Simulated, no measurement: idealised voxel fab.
process module | voxel tone inversion
cross-section cut | 230 nm wide | cells 5 nm
A cross-section is a grid of square cells, given in bands from the top down. A band is one or more rows of cells.
Each band's line starts with the height of the band's top and of its bottom, in nm. Then come its materials from left to right, each with its width in nm. One material with "throughout" fills the band from edge to edge. "air" is empty space.
Height 0 is the level under which the wafer as received is all one material. The lowest band goes on downwards, as in "0 down".
A width such as "30 to 40" changes by the same amount from each row of cells to the next, from the band's top row to its bottom row.
"no change" after a step means that no cell of the cross-section changed.
closed voids: empty space of 8 cells or more with no open way to the top, each as width x height at its distance from the left edge, in nm
after a step's settings: what the simulator itself notes on the step
overlay nm, on a step with a mask: how far to the right of its planned place the mask lay; to the left if negative
plan
1 op RECEIVE | material Si
2 op CONFORMAL_DEP | material SiN | thk nm 5
3 op DIRECTIONAL_DEP | material aC | thk nm 20
4 op PATTERN | tone cover | mask id POSTS | material resist | width nm 25 | pitch nm 45 | thk nm 30 | overlay nm 0
5 op DIRECTIONAL_ETCH | etch materials aC | depth nm 20
6 op STRIP | etch materials resist
7 op FILL_DEP | material SiO2 | thk nm 5
8 op CMP | height nm 25
9 op STRIP | etch materials aC
first wafer, as planned
as received, after step 1
  0 down: Si throughout
  closed voids: none
after step 2
  5 to 0: SiN throughout
  below 0: unchanged
after step 3
  25 to 5: aC throughout
  below 5: unchanged
after step 4
  55 to 25: air 80 | resist 25 | air 20 | resist 25 | air 80
  below 25: unchanged
after step 5
  35 to 25: air 80 | resist 25 | air 20 | resist 25 | air 80
  25 to 5: air 80 | aC 25 | air 20 | aC 25 | air 80
  below 5: unchanged
after step 6
  25 to 5: air 80 | aC 25 | air 20 | aC 25 | air 80
  below 5: unchanged
after step 7
  30 to 25: SiO2 throughout
  25 to 5: SiO2 80 | aC 25 | SiO2 20 | aC 25 | SiO2 80
  below 5: unchanged
after step 8
  25 to 5: SiO2 80 | aC 25 | SiO2 20 | aC 25 | SiO2 80
  below 5: unchanged
after step 9
  25 to 5: SiO2 80 | air 25 | SiO2 20 | air 25 | SiO2 80
  below 5: unchanged
second wafer: like start, like plan, one mistake. Through step 1 it matches the first wafer
when step 2 should have ended
  20 to 0: aC throughout
  below 0: unchanged
when step 3 should have ended
  25 to 20: SiN throughout
  below 20: unchanged
when step 4 should have ended
  55 to 25: air 80 | resist 25 | air 20 | resist 25 | air 80
  below 25: unchanged
when step 5 should have ended
  35 to 25: air 80 | resist 25 | air 20 | resist 25 | air 80
  below 25: unchanged
when step 6 should have ended
  25 to 20: SiN throughout
  below 20: unchanged
when step 7 should have ended
  30 to 25: SiO2 throughout
  below 25: unchanged
when step 8 should have ended
  25 to 20: SiN throughout
  below 20: unchanged
when step 9 should have ended: no change
what went wrong: steps 2 and 3 were swapped
at the end the second wafer has, in cells: 144 fewer of SiO2 | 184 more of aC
